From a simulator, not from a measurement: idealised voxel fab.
The name of this process module is voxel transistor to metal.
Cross-sectional view cut (width: 210 nm; square cell size: 5 nm).
Reading order for cross-sections: top band down to bottom band. Underlying form: a grid of square cells. Band size: one or more rows of cells. Top height, bottom height, nm. Materials left to right, width each, nm. Single material + "throughout" = fills band edge to edge. "empty" = empty. We count height from 0. Below that, the starting wafer is all one material. The lowest band never ends at the bottom but goes on down; see "0 -> down" for how that is written. It should be noted that a width expressed as "30..40" varies in equal increments from row to row of cells within the band, taking the value of the first number at the top row and that of the second number at the bottom row. A step reported as "no modifications" is a step in which no cell of the cross-section changed. Voids not open to the top, 8 cells minimum: see "Voids lacking openings". Written width x height at distance; distance is from the left edge; nm. On each step's line, the part that comes after the settings is the simulator's own comment on the step. The setting "overlay nm" may be written on the line of a step. When the step uses a mask, the value reports how far to the right of the planned place the mask lay, and a negative value reports that it lay to the left.

[plan]
- 1: RECEIVE | material Si
- 2: CONFORMAL_DEP | material SiO2 | thk nm 5
- 3: CONFORMAL_DEP | material SiN | thk nm 15
- 4: MASKED_ETCH | tone cover | mask id ACTIVE | width nm 120 | etch materials SiN | depth nm 15 | overlay nm 0
- 5: MASKED_ETCH | tone cover | mask id ACTIVE | width nm 120 | etch materials SiO2 | depth nm 5 | overlay nm 0
- 6: MASKED_ETCH | tone cover | mask id ACTIVE | width nm 120 | etch materials Si | depth nm 35 | overlay nm 0
- 7: FILL_DEP | material SiO2 | thk nm 10
- 8: CMP | height nm 20
- 9: SELECTIVE_ETCH | etch materials SiO2 | depth nm 5
- 10: STRIP | etch materials SiN
- 11: SELECTIVE_ETCH | etch materials SiO2 | depth nm 5
- 12: OXIDIZE | depth nm 5
- 13: DIRECTIONAL_DEP | material polySi | thk nm 25
- 14: DIRECTIONAL_DEP | material SiCN | thk nm 15
- 15: MASKED_ETCH | tone cover | mask id GATE | width nm 30 | etch materials SiCN | depth nm 25 | overlay nm 0
- 16: MASKED_ETCH | tone cover | mask id GATE | width nm 30 | etch materials polySi | depth nm 35 | overlay nm 0
- 17: CONFORMAL_DEP | material SiN | thk nm 10
- 18: DIRECTIONAL_ETCH | etch materials SiN | depth nm 10
- 19: DIRECTIONAL_ETCH | etch materials SiO2 | depth nm 5
- 20: EPI | material SiGe | thk nm 5
- 21: FILL_DEP | material SiO2 | thk nm 10
- 22: CMP | height nm 25
- 23: STRIP | etch materials polySi
- 24: SELECTIVE_ETCH | etch materials SiO2 | depth nm 5
- 25: CONFORMAL_DEP | material HfO2 | thk nm 5
- 26: CONFORMAL_DEP | material TiN | thk nm 5
- 27: FILL_DEP | material W | thk nm 10
- 28: CMP | height nm 20
- 29: DIRECTIONAL_DEP | material SiO2 | thk nm 15
- 30: PATTERN | tone open | mask id CONTACT | material resist | width nm 15 | pitch nm 85 | thk nm 15 | overlay nm 0
- 31: DIRECTIONAL_ETCH | etch materials SiO2 | depth nm 35
- 32: STRIP | etch materials resist
- 33: CONFORMAL_DEP | material TiN | thk nm 5
- 34: FILL_DEP | material W | thk nm 5
- 35: CMP | height nm 35
- 36: CONFORMAL_DEP | material SiCN | thk nm 5
- 37: DIRECTIONAL_DEP | material SiO2 | thk nm 15
- 38: MASKED_ETCH | tone open | mask id METAL_1 | width nm 15 | pitch nm 85 | etch materials SiO2 | depth nm 15 | overlay nm 0
- 39: MASKED_ETCH | tone open | mask id METAL_1 | width nm 15 | pitch nm 85 | etch materials SiCN | depth nm 5 | overlay nm 0
- 40: CONFORMAL_DEP | material TiN | thk nm 5
- 41: FILL_DEP | material Cu | thk nm 10
- 42: CMP | height nm 55
- 43: CONFORMAL_DEP | material SiCN | thk nm 5
- 44: DIRECTIONAL_DEP | material SiO2 | thk nm 30
- 45: DIRECTIONAL_DEP | material aC | thk nm 15
- 46: PATTERN | tone open | mask id METAL_2 | material resist | width nm 15 | pitch nm 85 | thk nm 35 | overlay nm 0
- 47: DIRECTIONAL_ETCH | etch materials aC | depth nm 15
- 48: STRIP | etch materials resist
- 49: DIRECTIONAL_ETCH | etch materials SiO2 | depth nm 15
- 50: STRIP | etch materials aC
- 51: PATTERN | tone open | mask id METAL_2_HOLES | material resist | width nm 15 | pitch nm 85 | thk nm 20 | overlay nm 0
- 52: DIRECTIONAL_ETCH | etch materials SiO2 | depth nm 15
- 53: DIRECTIONAL_ETCH | etch materials SiCN | depth nm 5
- 54: STRIP | etch materials resist
- 55: CONFORMAL_DEP | material TiN | thk nm 5
- 56: FILL_DEP | material Cu | thk nm 10
- 57: CMP | height nm 90
- 58: CONFORMAL_DEP | material SiN | thk nm 5

[The first wafer of two, processed as planned]

[Delivered wafer in cross-section: state after step 1]
0 -> down = Si throughout
Voids lacking openings: none

[After step 2: wafer cross-section]
5 -> 0 = SiO2 throughout
Rest of section, below 0: as before.

[After step 3: wafer cross-section]
20 -> 5 = SiN throughout
Rest of section, below 5: as before.

[After step 4: wafer cross-section]
20 -> 5 = empty 45, then SiN 120, then empty 45
Rest of section, below 5: as before.

[After step 5: wafer cross-section]
20 -> 5 = empty 45, then SiN 120, then empty 45
5 -> 0 = empty 45, then SiO2 120, then empty 45
Rest of section, below 0: as before.

[After step 6: wafer cross-section]
20 -> 5 = empty 45, then SiN 120, then empty 45
5 -> 0 = empty 45, then SiO2 120, then empty 45
0 -> -35 = empty 45, then Si 120, then empty 45
Rest of section, below -35: as before.

[After step 7: wafer cross-section]
30 -> 20 = SiO2 throughout
20 -> 5 = SiO2 45, then SiN 120, then SiO2 45
5 -> 0 = SiO2 throughout
0 -> -35 = SiO2 45, then Si 120, then SiO2 45
Rest of section, below -35: as before.

[After step 8: wafer cross-section]
20 -> 5 = SiO2 45, then SiN 120, then SiO2 45
Rest of section, below 5: as before.

[After step 9: wafer cross-section]
20 -> 15 = empty 45, then SiN 120, then empty 45
Rest of section, below 15: as before.

[After step 10: wafer cross-section]
15 -> 5 = SiO2 45, then empty 120, then SiO2 45
Rest of section, below 5: as before.

[After step 11: wafer cross-section]
10 -> 0 = SiO2 40, then empty 130, then SiO2 40
Rest of section, below 0: as before.

[After step 12: wafer cross-section]
10 -> 0 = SiO2 40, then empty 130, then SiO2 40
0 -> -5 = SiO2 throughout
Rest of section, below -5: as before.

[After step 13: wafer cross-section]
35 -> 25 = polySi 40, then empty 130, then polySi 40
25 -> 10 = polySi throughout
10 -> 0 = SiO2 40, then polySi 130, then SiO2 40
Rest of section, below 0: as before.

[After step 14: wafer cross-section]
50 -> 40 = SiCN 40, then empty 130, then SiCN 40
40 -> 35 = SiCN throughout
35 -> 25 = polySi 40, then SiCN 130, then polySi 40
Rest of section, below 25: as before.

[After step 15: wafer cross-section]
40 -> 35 = empty 90, then SiCN 30, then empty 90
35 -> 25 = polySi 40, then empty 50, then SiCN 30, then empty 50, then polySi 40
Rest of section, below 25: as before.

[After step 16: wafer cross-section]
40 -> 25 = empty 90, then SiCN 30, then empty 90
25 -> 10 = empty 90, then polySi 30, then empty 90
10 -> 0 = SiO2 40, then empty 50, then polySi 30, then empty 50, then SiO2 40
Rest of section, below 0: as before.

[After step 17: wafer cross-section]
50 -> 40 = empty 80, then SiN 50, then empty 80
40 -> 25 = empty 80, then SiN 10, then SiCN 30, then SiN 10, then empty 80
25 -> 20 = empty 80, then SiN 10, then polySi 30, then SiN 10, then empty 80
20 -> 10 = SiN 50, then empty 30, then SiN 10, then polySi 30, then SiN 10, then empty 30, then SiN 50
10 -> 0 = SiO2 40, then SiN 50, then polySi 30, then SiN 50, then SiO2 40
Rest of section, below 0: as before.

[After step 18: wafer cross-section]
40 -> 25 = empty 80, then SiN 10, then SiCN 30, then SiN 10, then empty 80
25 -> 10 = empty 80, then SiN 10, then polySi 30, then SiN 10, then empty 80
10 -> 0 = SiO2 40, then SiN 10, then empty 30, then SiN 10, then polySi 30, then SiN 10, then empty 30, then SiN 10, then SiO2 40
Rest of section, below 0: as before.

[After step 19: wafer cross-section]
40 -> 25 = empty 80, then SiN 10, then SiCN 30, then SiN 10, then empty 80
25 -> 10 = empty 80, then SiN 10, then polySi 30, then SiN 10, then empty 80
10 -> 5 = empty 40, then SiN 10, then empty 30, then SiN 10, then polySi 30, then SiN 10, then empty 30, then SiN 10, then empty 40
5 -> 0 = SiO2 40, then SiN 10, then empty 30, then SiN 10, then polySi 30, then SiN 10, then empty 30, then SiN 10, then SiO2 40
0 -> -5 = SiO2 50, then empty 30, then SiO2 50, then empty 30, then SiO2 50
Rest of section, below -5: as before.

[After step 20: wafer cross-section]
40 -> 25 = empty 80, then SiN 10, then SiCN 30, then SiN 10, then empty 80
25 -> 10 = empty 80, then SiN 10, then polySi 30, then SiN 10, then empty 80
10 -> 5 = empty 40, then SiN 10, then empty 30, then SiN 10, then polySi 30, then SiN 10, then empty 30, then SiN 10, then empty 40
5 -> 0 = SiO2 40, then SiN 10, then empty 30, then SiN 10, then polySi 30, then SiN 10, then empty 30, then SiN 10, then SiO2 40
0 -> -5 = SiO2 50, then SiGe 30, then SiO2 50, then SiGe 30, then SiO2 50
Rest of section, below -5: as before.

[After step 21: wafer cross-section]
50 -> 40 = SiO2 throughout
40 -> 25 = SiO2 80, then SiN 10, then SiCN 30, then SiN 10, then SiO2 80
25 -> 10 = SiO2 80, then SiN 10, then polySi 30, then SiN 10, then SiO2 80
10 -> 0 = SiO2 40, then SiN 10, then SiO2 30, then SiN 10, then polySi 30, then SiN 10, then SiO2 30, then SiN 10, then SiO2 40
Rest of section, below 0: as before.

[After step 22: wafer cross-section]
25 -> 10 = SiO2 80, then SiN 10, then polySi 30, then SiN 10, then SiO2 80
Rest of section, below 10: as before.

[After step 23: wafer cross-section]
25 -> 10 = SiO2 80, then SiN 10, then empty 30, then SiN 10, then SiO2 80
10 -> 0 = SiO2 40, then SiN 10, then SiO2 30, then SiN 10, then empty 30, then SiN 10, then SiO2 30, then SiN 10, then SiO2 40
Rest of section, below 0: as before.

[After step 24: wafer cross-section]
25 -> 20 = empty 80, then SiN 10, then empty 30, then SiN 10, then empty 80
20 -> 10 = SiO2 80, then SiN 10, then empty 30, then SiN 10, then SiO2 80
10 -> 0 = SiO2 40, then SiN 10, then SiO2 30, then SiN 10, then empty 30, then SiN 10, then SiO2 30, then SiN 10, then SiO2 40
0 -> -5 = SiO2 50, then SiGe 30, then SiO2 5, then empty 40, then SiO2 5, then SiGe 30, then SiO2 50
Rest of section, below -5: as before.

[After step 25: wafer cross-section]
30 -> 25 = empty 75, then HfO2 20, then empty 20, then HfO2 20, then empty 75
25 -> 20 = HfO2 80, then SiN 10, then HfO2 5, then empty 20, then HfO2 5, then SiN 10, then HfO2 80
20 -> 10 = SiO2 80, then SiN 10, then HfO2 5, then empty 20, then HfO2 5, then SiN 10, then SiO2 80
10 -> 0 = SiO2 40, then SiN 10, then SiO2 30, then SiN 10, then HfO2 5, then empty 20, then HfO2 5, then SiN 10, then SiO2 30, then SiN 10, then SiO2 40
0 -> -5 = SiO2 50, then SiGe 30, then SiO2 5, then HfO2 40, then SiO2 5, then SiGe 30, then SiO2 50
Rest of section, below -5: as before.

[After step 26: wafer cross-section]
35 -> 30 = empty 70, then TiN 30, then empty 10, then TiN 30, then empty 70
30 -> 25 = TiN 75, then HfO2 20, then TiN 5, then empty 10, then TiN 5, then HfO2 20, then TiN 75
25 -> 20 = HfO2 80, then SiN 10, then HfO2 5, then TiN 5, then empty 10, then TiN 5, then HfO2 5, then SiN 10, then HfO2 80
20 -> 10 = SiO2 80, then SiN 10, then HfO2 5, then TiN 5, then empty 10, then TiN 5, then HfO2 5, then SiN 10, then SiO2 80
10 -> 5 = SiO2 40, then SiN 10, then SiO2 30, then SiN 10, then HfO2 5, then TiN 5, then empty 10, then TiN 5, then HfO2 5, then SiN 10, then SiO2 30, then SiN 10, then SiO2 40
5 -> 0 = SiO2 40, then SiN 10, then SiO2 30, then SiN 10, then HfO2 5, then TiN 20, then HfO2 5, then SiN 10, then SiO2 30, then SiN 10, then SiO2 40
Rest of section, below 0: as before.

[After step 27: wafer cross-section]
45 -> 35 = W throughout
35 -> 30 = W 70, then TiN 30, then W 10, then TiN 30, then W 70
30 -> 25 = TiN 75, then HfO2 20, then TiN 5, then W 10, then TiN 5, then HfO2 20, then TiN 75
25 -> 20 = HfO2 80, then SiN 10, then HfO2 5, then TiN 5, then W 10, then TiN 5, then HfO2 5, then SiN 10, then HfO2 80
20 -> 10 = SiO2 80, then SiN 10, then HfO2 5, then TiN 5, then W 10, then TiN 5, then HfO2 5, then SiN 10, then SiO2 80
10 -> 5 = SiO2 40, then SiN 10, then SiO2 30, then SiN 10, then HfO2 5, then TiN 5, then W 10, then TiN 5, then HfO2 5, then SiN 10, then SiO2 30, then SiN 10, then SiO2 40
Rest of section, below 5: as before.

[After step 28: wafer cross-section]
20 -> 10 = SiO2 80, then SiN 10, then HfO2 5, then TiN 5, then W 10, then TiN 5, then HfO2 5, then SiN 10, then SiO2 80
Rest of section, below 10: as before.

[After step 29: wafer cross-section]
35 -> 20 = SiO2 throughout
Rest of section, below 20: as before.

[After step 30: wafer cross-section]
50 -> 35 = resist 55, then empty 15, then resist 70, then empty 15, then resist 55
Rest of section, below 35: as before.

[After step 31: wafer cross-section]
50 -> 35 = resist 55, then empty 15, then resist 70, then empty 15, then resist 55
35 -> 20 = SiO2 55, then empty 15, then SiO2 70, then empty 15, then SiO2 55
20 -> 10 = SiO2 55, then empty 15, then SiO2 10, then SiN 10, then HfO2 5, then TiN 5, then W 10, then TiN 5, then HfO2 5, then SiN 10, then SiO2 10, then empty 15, then SiO2 55
10 -> 5 = SiO2 40, then SiN 10, then SiO2 5, then empty 15, then SiO2 10, then SiN 10, then HfO2 5, then TiN 5, then W 10, then TiN 5, then HfO2 5, then SiN 10, then SiO2 10, then empty 15, then SiO2 5, then SiN 10, then SiO2 40
5 -> 0 = SiO2 40, then SiN 10, then SiO2 5, then empty 15, then SiO2 10, then SiN 10, then HfO2 5, then TiN 20, then HfO2 5, then SiN 10, then SiO2 10, then empty 15, then SiO2 5, then SiN 10, then SiO2 40
Rest of section, below 0: as before.

[After step 32: wafer cross-section]
35 -> 20 = SiO2 55, then empty 15, then SiO2 70, then empty 15, then SiO2 55
Rest of section, below 20: as before.

[After step 33: wafer cross-section]
40 -> 35 = TiN 60, then empty 5, then TiN 80, then empty 5, then TiN 60
35 -> 20 = SiO2 55, then TiN 5, then empty 5, then TiN 5, then SiO2 70, then TiN 5, then empty 5, then TiN 5, then SiO2 55
20 -> 10 = SiO2 55, then TiN 5, then empty 5, then TiN 5, then SiO2 10, then SiN 10, then HfO2 5, then TiN 5, then W 10, then TiN 5, then HfO2 5, then SiN 10, then SiO2 10, then TiN 5, then empty 5, then TiN 5, then SiO2 55
10 -> 5 = SiO2 40, then SiN 10, then SiO2 5, then TiN 5, then empty 5, then TiN 5, then SiO2 10, then SiN 10, then HfO2 5, then TiN 5, then W 10, then TiN 5, then HfO2 5, then SiN 10, then SiO2 10, then TiN 5, then empty 5, then TiN 5, then SiO2 5, then SiN 10, then SiO2 40
5 -> 0 = SiO2 40, then SiN 10, then SiO2 5, then TiN 15, then SiO2 10, then SiN 10, then HfO2 5, then TiN 20, then HfO2 5, then SiN 10, then SiO2 10, then TiN 15, then SiO2 5, then SiN 10, then SiO2 40
Rest of section, below 0: as before.

[After step 34: wafer cross-section]
45 -> 40 = W throughout
40 -> 35 = TiN 60, then W 5, then TiN 80, then W 5, then TiN 60
35 -> 20 = SiO2 55, then TiN 5, then W 5, then TiN 5, then SiO2 70, then TiN 5, then W 5, then TiN 5, then SiO2 55
20 -> 10 = SiO2 55, then TiN 5, then W 5, then TiN 5, then SiO2 10, then SiN 10, then HfO2 5, then TiN 5, then W 10, then TiN 5, then HfO2 5, then SiN 10, then SiO2 10, then TiN 5, then W 5, then TiN 5, then SiO2 55
10 -> 5 = SiO2 40, then SiN 10, then SiO2 5, then TiN 5, then W 5, then TiN 5, then SiO2 10, then SiN 10, then HfO2 5, then TiN 5, then W 10, then TiN 5, then HfO2 5, then SiN 10, then SiO2 10, then TiN 5, then W 5, then TiN 5, then SiO2 5, then SiN 10, then SiO2 40
Rest of section, below 5: as before.

[After step 35: wafer cross-section]
35 -> 20 = SiO2 55, then TiN 5, then W 5, then TiN 5, then SiO2 70, then TiN 5, then W 5, then TiN 5, then SiO2 55
Rest of section, below 20: as before.

[After step 36: wafer cross-section]
40 -> 35 = SiCN throughout
Rest of section, below 35: as before.

[After step 37: wafer cross-section]
55 -> 40 = SiO2 throughout
Rest of section, below 40: as before.

[After step 38: wafer cross-section]
55 -> 40 = SiO2 55, then empty 15, then SiO2 70, then empty 15, then SiO2 55
Rest of section, below 40: as before.

[After step 39: wafer cross-section]
55 -> 40 = SiO2 55, then empty 15, then SiO2 70, then empty 15, then SiO2 55
40 -> 35 = SiCN 55, then empty 15, then SiCN 70, then empty 15, then SiCN 55
Rest of section, below 35: as before.

[After step 40: wafer cross-section]
60 -> 55 = TiN 60, then empty 5, then TiN 80, then empty 5, then TiN 60
55 -> 40 = SiO2 55, then TiN 5, then empty 5, then TiN 5, then SiO2 70, then TiN 5, then empty 5, then TiN 5, then SiO2 55
40 -> 35 = SiCN 55, then TiN 15, then SiCN 70, then TiN 15, then SiCN 55
Rest of section, below 35: as before.

[After step 41: wafer cross-section]
70 -> 60 = Cu throughout
60 -> 55 = TiN 60, then Cu 5, then TiN 80, then Cu 5, then TiN 60
55 -> 40 = SiO2 55, then TiN 5, then Cu 5, then TiN 5, then SiO2 70, then TiN 5, then Cu 5, then TiN 5, then SiO2 55
Rest of section, below 40: as before.

[After step 42: wafer cross-section]
55 -> 40 = SiO2 55, then TiN 5, then Cu 5, then TiN 5, then SiO2 70, then TiN 5, then Cu 5, then TiN 5, then SiO2 55
Rest of section, below 40: as before.

[After step 43: wafer cross-section]
60 -> 55 = SiCN throughout
Rest of section, below 55: as before.

[After step 44: wafer cross-section]
90 -> 60 = SiO2 throughout
Rest of section, below 60: as before.

[After step 45: wafer cross-section]
105 -> 90 = aC throughout
Rest of section, below 90: as before.

[After step 46: wafer cross-section]
140 -> 105 = resist 55, then empty 15, then resist 70, then empty 15, then resist 55
Rest of section, below 105: as before.

[After step 47: wafer cross-section]
125 -> 105 = resist 55, then empty 15, then resist 70, then empty 15, then resist 55
105 -> 90 = aC 55, then empty 15, then aC 70, then empty 15, then aC 55
Rest of section, below 90: as before.

[After step 48: wafer cross-section]
105 -> 90 = aC 55, then empty 15, then aC 70, then empty 15, then aC 55
Rest of section, below 90: as before.

[After step 49: wafer cross-section]
105 -> 90 = aC 55, then empty 15, then aC 70, then empty 15, then aC 55
90 -> 75 = SiO2 55, then empty 15, then SiO2 70, then empty 15, then SiO2 55
Rest of section, below 75: as before.

[After step 50: wafer cross-section]
90 -> 75 = SiO2 55, then empty 15, then SiO2 70, then empty 15, then SiO2 55
Rest of section, below 75: as before.

[After step 51: wafer cross-section]
110 -> 90 = resist 55, then empty 15, then resist 70, then empty 15, then resist 55
Rest of section, below 90: as before.

[After step 52: wafer cross-section]
110 -> 90 = resist 55, then empty 15, then resist 70, then empty 15, then resist 55
90 -> 60 = SiO2 55, then empty 15, then SiO2 70, then empty 15, then SiO2 55
Rest of section, below 60: as before.

[After step 53: wafer cross-section]
110 -> 90 = resist 55, then empty 15, then resist 70, then empty 15, then resist 55
90 -> 60 = SiO2 55, then empty 15, then SiO2 70, then empty 15, then SiO2 55
60 -> 55 = SiCN 55, then empty 15, then SiCN 70, then empty 15, then SiCN 55
Rest of section, below 55: as before.

[After step 54: wafer cross-section]
90 -> 60 = SiO2 55, then empty 15, then SiO2 70, then empty 15, then SiO2 55
Rest of section, below 60: as before.

[After step 55: wafer cross-section]
95 -> 90 = TiN 60, then empty 5, then TiN 80, then empty 5, then TiN 60
90 -> 60 = SiO2 55, then TiN 5, then empty 5, then TiN 5, then SiO2 70, then TiN 5, then empty 5, then TiN 5, then SiO2 55
60 -> 55 = SiCN 55, then TiN 15, then SiCN 70, then TiN 15, then SiCN 55
Rest of section, below 55: as before.

[After step 56: wafer cross-section]
105 -> 95 = Cu throughout
95 -> 90 = TiN 60, then Cu 5, then TiN 80, then Cu 5, then TiN 60
90 -> 60 = SiO2 55, then TiN 5, then Cu 5, then TiN 5, then SiO2 70, then TiN 5, then Cu 5, then TiN 5, then SiO2 55
Rest of section, below 60: as before.

[After step 57: wafer cross-section]
90 -> 60 = SiO2 55, then TiN 5, then Cu 5, then TiN 5, then SiO2 70, then TiN 5, then Cu 5, then TiN 5, then SiO2 55
Rest of section, below 60: as before.

[After step 58: wafer cross-section]
95 -> 90 = SiN throughout
Rest of section, below 90: as before.

[Wafer two. Identical start, identical plan. One mistake in execution. Identical history through step 20]

[The second wafer cut through, at the time step 21 was supposed to be finished]
50 -> 40 = SiN throughout
40 -> 25 = SiN 90, then SiCN 30, then SiN 90
25 -> 5 = SiN 90, then polySi 30, then SiN 90
5 -> 0 = SiO2 40, then SiN 50, then polySi 30, then SiN 50, then SiO2 40
Rest of section, below 0: as before.

[The second wafer cut through, at the time step 22 was supposed to be finished]
25 -> 5 = SiN 90, then polySi 30, then SiN 90
Rest of section, below 5: as before.

[The second wafer cut through, at the time step 23 was supposed to be finished]
25 -> 5 = SiN 90, then empty 30, then SiN 90
5 -> 0 = SiO2 40, then SiN 50, then empty 30, then SiN 50, then SiO2 40
Rest of section, below 0: as before.

[The second wafer cut through, at the time step 24 was supposed to be finished]
25 -> 5 = SiN 90, then empty 30, then SiN 90
5 -> 0 = SiO2 40, then SiN 50, then empty 30, then SiN 50, then SiO2 40
0 -> -5 = SiO2 50, then SiGe 30, then SiO2 5, then empty 40, then SiO2 5, then SiGe 30, then SiO2 50
Rest of section, below -5: as before.

[The second wafer cut through, at the time step 25 was supposed to be finished]
30 -> 25 = HfO2 95, then empty 20, then HfO2 95
25 -> 5 = SiN 90, then HfO2 5, then empty 20, then HfO2 5, then SiN 90
5 -> 0 = SiO2 40, then SiN 50, then HfO2 5, then empty 20, then HfO2 5, then SiN 50, then SiO2 40
0 -> -5 = SiO2 50, then SiGe 30, then SiO2 5, then HfO2 40, then SiO2 5, then SiGe 30, then SiO2 50
Rest of section, below -5: as before.

[The second wafer cut through, at the time step 26 was supposed to be finished]
35 -> 30 = TiN 100, then empty 10, then TiN 100
30 -> 25 = HfO2 95, then TiN 5, then empty 10, then TiN 5, then HfO2 95
25 -> 5 = SiN 90, then HfO2 5, then TiN 5, then empty 10, then TiN 5, then HfO2 5, then SiN 90
5 -> 0 = SiO2 40, then SiN 50, then HfO2 5, then TiN 20, then HfO2 5, then SiN 50, then SiO2 40
Rest of section, below 0: as before.

[The second wafer cut through, at the time step 27 was supposed to be finished]
45 -> 35 = W throughout
35 -> 30 = TiN 100, then W 10, then TiN 100
30 -> 25 = HfO2 95, then TiN 5, then W 10, then TiN 5, then HfO2 95
25 -> 5 = SiN 90, then HfO2 5, then TiN 5, then W 10, then TiN 5, then HfO2 5, then SiN 90
Rest of section, below 5: as before.

[The second wafer cut through, at the time step 28 was supposed to be finished]
20 -> 5 = SiN 90, then HfO2 5, then TiN 5, then W 10, then TiN 5, then HfO2 5, then SiN 90
Rest of section, below 5: as before.

[The second wafer cut through, at the time step 29 was supposed to be finished]
35 -> 20 = SiO2 throughout
Rest of section, below 20: as before.

[The second wafer cut through, at the time step 30 was supposed to be finished]
50 -> 35 = resist 55, then empty 15, then resist 70, then empty 15, then resist 55
Rest of section, below 35: as before.

[The second wafer cut through, at the time step 31 was supposed to be finished]
50 -> 35 = resist 55, then empty 15, then resist 70, then empty 15, then resist 55
35 -> 20 = SiO2 55, then empty 15, then SiO2 70, then empty 15, then SiO2 55
Rest of section, below 20: as before.

[The second wafer cut through, at the time step 32 was supposed to be finished]
35 -> 20 = SiO2 55, then empty 15, then SiO2 70, then empty 15, then SiO2 55
Rest of section, below 20: as before.

[The second wafer cut through, at the time step 33 was supposed to be finished]
40 -> 35 = TiN 60, then empty 5, then TiN 80, then empty 5, then TiN 60
35 -> 25 = SiO2 55, then TiN 5, then empty 5, then TiN 5, then SiO2 70, then TiN 5, then empty 5, then TiN 5, then SiO2 55
25 -> 20 = SiO2 55, then TiN 15, then SiO2 70, then TiN 15, then SiO2 55
Rest of section, below 20: as before.

[The second wafer cut through, at the time step 34 was supposed to be finished]
45 -> 40 = W throughout
40 -> 35 = TiN 60, then W 5, then TiN 80, then W 5, then TiN 60
35 -> 25 = SiO2 55, then TiN 5, then W 5, then TiN 5, then SiO2 70, then TiN 5, then W 5, then TiN 5, then SiO2 55
Rest of section, below 25: as before.

[The second wafer cut through, at the time step 35 was supposed to be finished]
35 -> 25 = SiO2 55, then TiN 5, then W 5, then TiN 5, then SiO2 70, then TiN 5, then W 5, then TiN 5, then SiO2 55
Rest of section, below 25: as before.

[The second wafer cut through, at the time step 36 was supposed to be finished]
40 -> 35 = SiCN throughout
Rest of section, below 35: as before.

[The second wafer cut through, at the time step 37 was supposed to be finished]
55 -> 40 = SiO2 throughout
Rest of section, below 40: as before.

[The second wafer cut through, at the time step 38 was supposed to be finished]
55 -> 40 = SiO2 55, then empty 15, then SiO2 70, then empty 15, then SiO2 55
Rest of section, below 40: as before.

[The second wafer cut through, at the time step 39 was supposed to be finished]
55 -> 40 = SiO2 55, then empty 15, then SiO2 70, then empty 15, then SiO2 55
40 -> 35 = SiCN 55, then empty 15, then SiCN 70, then empty 15, then SiCN 55
Rest of section, below 35: as before.

[The second wafer cut through, at the time step 40 was supposed to be finished]
60 -> 55 = TiN 60, then empty 5, then TiN 80, then empty 5, then TiN 60
55 -> 40 = SiO2 55, then TiN 5, then empty 5, then TiN 5, then SiO2 70, then TiN 5, then empty 5, then TiN 5, then SiO2 55
40 -> 35 = SiCN 55, then TiN 15, then SiCN 70, then TiN 15, then SiCN 55
Rest of section, below 35: as before.

[The second wafer cut through, at the time step 41 was supposed to be finished]
70 -> 60 = Cu throughout
60 -> 55 = TiN 60, then Cu 5, then TiN 80, then Cu 5, then TiN 60
55 -> 40 = SiO2 55, then TiN 5, then Cu 5, then TiN 5, then SiO2 70, then TiN 5, then Cu 5, then TiN 5, then SiO2 55
Rest of section, below 40: as before.

[The second wafer cut through, at the time step 42 was supposed to be finished]
55 -> 40 = SiO2 55, then TiN 5, then Cu 5, then TiN 5, then SiO2 70, then TiN 5, then Cu 5, then TiN 5, then SiO2 55
Rest of section, below 40: as before.

[The second wafer cut through, at the time step 43 was supposed to be finished]
60 -> 55 = SiCN throughout
Rest of section, below 55: as before.

[The second wafer cut through, at the time step 44 was supposed to be finished]
90 -> 60 = SiO2 throughout
Rest of section, below 60: as before.

[The second wafer cut through, at the time step 45 was supposed to be finished]
105 -> 90 = aC throughout
Rest of section, below 90: as before.

[The second wafer cut through, at the time step 46 was supposed to be finished]
140 -> 105 = resist 55, then empty 15, then resist 70, then empty 15, then resist 55
Rest of section, below 105: as before.

[The second wafer cut through, at the time step 47 was supposed to be finished]
125 -> 105 = resist 55, then empty 15, then resist 70, then empty 15, then resist 55
105 -> 90 = aC 55, then empty 15, then aC 70, then empty 15, then aC 55
Rest of section, below 90: as before.

[The second wafer cut through, at the time step 48 was supposed to be finished]
105 -> 90 = aC 55, then empty 15, then aC 70, then empty 15, then aC 55
Rest of section, below 90: as before.

[The second wafer cut through, at the time step 49 was supposed to be finished]
105 -> 90 = aC 55, then empty 15, then aC 70, then empty 15, then aC 55
90 -> 75 = SiO2 55, then empty 15, then SiO2 70, then empty 15, then SiO2 55
Rest of section, below 75: as before.

[The second wafer cut through, at the time step 50 was supposed to be finished]
90 -> 75 = SiO2 55, then empty 15, then SiO2 70, then empty 15, then SiO2 55
Rest of section, below 75: as before.

[The second wafer cut through, at the time step 51 was supposed to be finished]
110 -> 90 = resist 55, then empty 15, then resist 70, then empty 15, then resist 55
Rest of section, below 90: as before.

[The second wafer cut through, at the time step 52 was supposed to be finished]
110 -> 90 = resist 55, then empty 15, then resist 70, then empty 15, then resist 55
90 -> 60 = SiO2 55, then empty 15, then SiO2 70, then empty 15, then SiO2 55
Rest of section, below 60: as before.

[The second wafer cut through, at the time step 53 was supposed to be finished]
110 -> 90 = resist 55, then empty 15, then resist 70, then empty 15, then resist 55
90 -> 60 = SiO2 55, then empty 15, then SiO2 70, then empty 15, then SiO2 55
60 -> 55 = SiCN 55, then empty 15, then SiCN 70, then empty 15, then SiCN 55
Rest of section, below 55: as before.

[The second wafer cut through, at the time step 54 was supposed to be finished]
90 -> 60 = SiO2 55, then empty 15, then SiO2 70, then empty 15, then SiO2 55
Rest of section, below 60: as before.

[The second wafer cut through, at the time step 55 was supposed to be finished]
95 -> 90 = TiN 60, then empty 5, then TiN 80, then empty 5, then TiN 60
90 -> 60 = SiO2 55, then TiN 5, then empty 5, then TiN 5, then SiO2 70, then TiN 5, then empty 5, then TiN 5, then SiO2 55
60 -> 55 = SiCN 55, then TiN 15, then SiCN 70, then TiN 15, then SiCN 55
Rest of section, below 55: as before.

[The second wafer cut through, at the time step 56 was supposed to be finished]
105 -> 95 = Cu throughout
95 -> 90 = TiN 60, then Cu 5, then TiN 80, then Cu 5, then TiN 60
90 -> 60 = SiO2 55, then TiN 5, then Cu 5, then TiN 5, then SiO2 70, then TiN 5, then Cu 5, then TiN 5, then SiO2 55
Rest of section, below 60: as before.

[The second wafer cut through, at the time step 57 was supposed to be finished]
90 -> 60 = SiO2 55, then TiN 5, then Cu 5, then TiN 5, then SiO2 70, then TiN 5, then Cu 5, then TiN 5, then SiO2 55
Rest of section, below 60: as before.

[The second wafer cut through, at the time step 58 was supposed to be finished]
95 -> 90 = SiN throughout
Rest of section, below 90: as before.
Which mistake was made when the wafer was run? rather than as planned, step 21 actually ran as FILL_DEP | material SiN | thk nm 10
FYI, end of process, the second wafer has more or fewer cells of some materials than the first: +104 SiN; -80 SiO2; -16 TiN; -8 W
